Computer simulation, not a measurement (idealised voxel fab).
Name of the process module below: voxel air gaps
Shown is cross-section cut, with a width of 215 nm and square cells of size 5 nm.
When this document writes out a cross-section, it uses a grid of square cells and lists it as bands, beginning at the top and moving down, with a band standing for one or more rows of cells.
Band: top and bottom heights (nm) first, top before bottom; then materials from left to right, widths in nm. "everywhere" marks a sole material filling the band edge to edge. "empty" denotes empty space.
Heads up on the height convention: 0 is the point under which the incoming wafer is all one material, and the lowest band has no bottom, it just keeps going down, like "0 -> down".
With a width like "30..40", each row of cells in the band differs from the next by the same amount, the top row carrying the first number and the bottom row the second.
Given "no modification" for a step, no cell of the cross-section differs between before and after that step.
You'll see "Enclosed voids" listing empty spaces that have no way open to the top, as long as they're 8 cells or more; the notation is width x height at distance, where the distance is from the left edge, and all of it is in nm.
Post-settings text on a step line: simulator's own remark regarding the step.
overlay nm: right-of-plan distance of the mask on a masked step; negative values mean left-of-plan.

Here's what the planned process steps look like:
1 RECEIVE [material Si]
2 CONFORMAL_DEP [material SiO2] [thk nm 15]
3 CONFORMAL_DEP [material SiCN] [thk nm 5]
4 DIRECTIONAL_DEP [material SiO2] [thk nm 30]
5 PATTERN [tone open] [mask id LINES] [material resist] [width nm 15] [pitch nm 45] [thk nm 20] [overlay nm 0]
6 DIRECTIONAL_ETCH [etch materials SiO2] [depth nm 30]
7 STRIP [etch materials resist]
8 CONFORMAL_DEP [material TiN] [thk nm 5]
9 FILL_DEP [material W] [thk nm 5]
10 CMP [height nm 50]
11 EPI [material Ru] [thk nm 10]
12 SELECTIVE_ETCH [etch materials SiO2] [depth nm 40]
13 CONFORMAL_DEP [material SiCN] [thk nm 5]

Cross-section of the wafer upon arrival, representing the state reached after step 1:
	0 -> down | Si everywhere
	Enclosed voids: none

Here's the cross-section of the first of our two wafers at the end of the module - it ran as planned:
	65 -> 60 | empty 15  SiCN 180  empty 20
	60 -> 50 | empty 15  SiCN 5  Ru 35  SiCN 10  Ru 35  SiCN 10  Ru 35  SiCN 10  Ru 35  SiCN 5  empty 20
	50 -> 45 | empty 15  SiCN 15  TiN 5  W 5  TiN 5  SiCN 30  TiN 5  W 5  TiN 5  SiCN 30  TiN 5  W 5  TiN 5  SiCN 30  TiN 5  W 5  TiN 5  SiCN 15  empty 20
	45 -> 25 | empty 25  SiCN 5  TiN 5  W 5  TiN 5  SiCN 5  empty 20  SiCN 5  TiN 5  W 5  TiN 5  SiCN 5  empty 20  SiCN 5  TiN 5  W 5  TiN 5  SiCN 5  empty 20  SiCN 5  TiN 5  W 5  TiN 5  SiCN 5  empty 30
	25 -> 20 | SiCN 30  TiN 15  SiCN 30  TiN 15  SiCN 30  TiN 15  SiCN 30  TiN 15  SiCN 35
	20 -> 15 | SiCN everywhere
	15 -> 0 | SiO2 everywhere
	0 -> down | Si everywhere
	Enclosed voids: 20 x 20 at 50; 20 x 20 at 95; 20 x 20 at 140

End of module, second wafer, cross-section. Started like the first, planned like the first, run with one mistake:
	65 -> 60 | empty 15  SiCN 180  empty 20
	60 -> 50 | empty 15  SiCN 5  Ru 35  SiCN 10  Ru 35  SiCN 10  Ru 35  SiCN 10  Ru 35  SiCN 5  empty 20
	50 -> 25 | empty 15  SiCN 5  Ru 10  TiN 5  W 5  TiN 5  Ru 10  SiCN 10  Ru 10  TiN 5  W 5  TiN 5  Ru 10  SiCN 10  Ru 10  TiN 5  W 5  TiN 5  Ru 10  SiCN 10  Ru 10  TiN 5  W 5  TiN 5  Ru 10  SiCN 5  empty 20
	25 -> 20 | SiCN 20  Ru 10  TiN 15  Ru 10  SiCN 10  Ru 10  TiN 15  Ru 10  SiCN 10  Ru 10  TiN 15  Ru 10  SiCN 10  Ru 10  TiN 15  Ru 10  SiCN 25
	20 -> 15 | SiCN everywhere
	15 -> 0 | SiO2 everywhere
	0 -> down | Si everywhere
	Enclosed voids: none
Misprocessing identified: the executed order of steps 11 and 12 is the reverse of that specified in the plan, each step having taken the other's position
Final difference in cells, second wafer against first, listed per material as more or fewer: +96 Ru | -32 SiCN
Heads up: the first wafer ends with 3 closed voids, the second with 0.
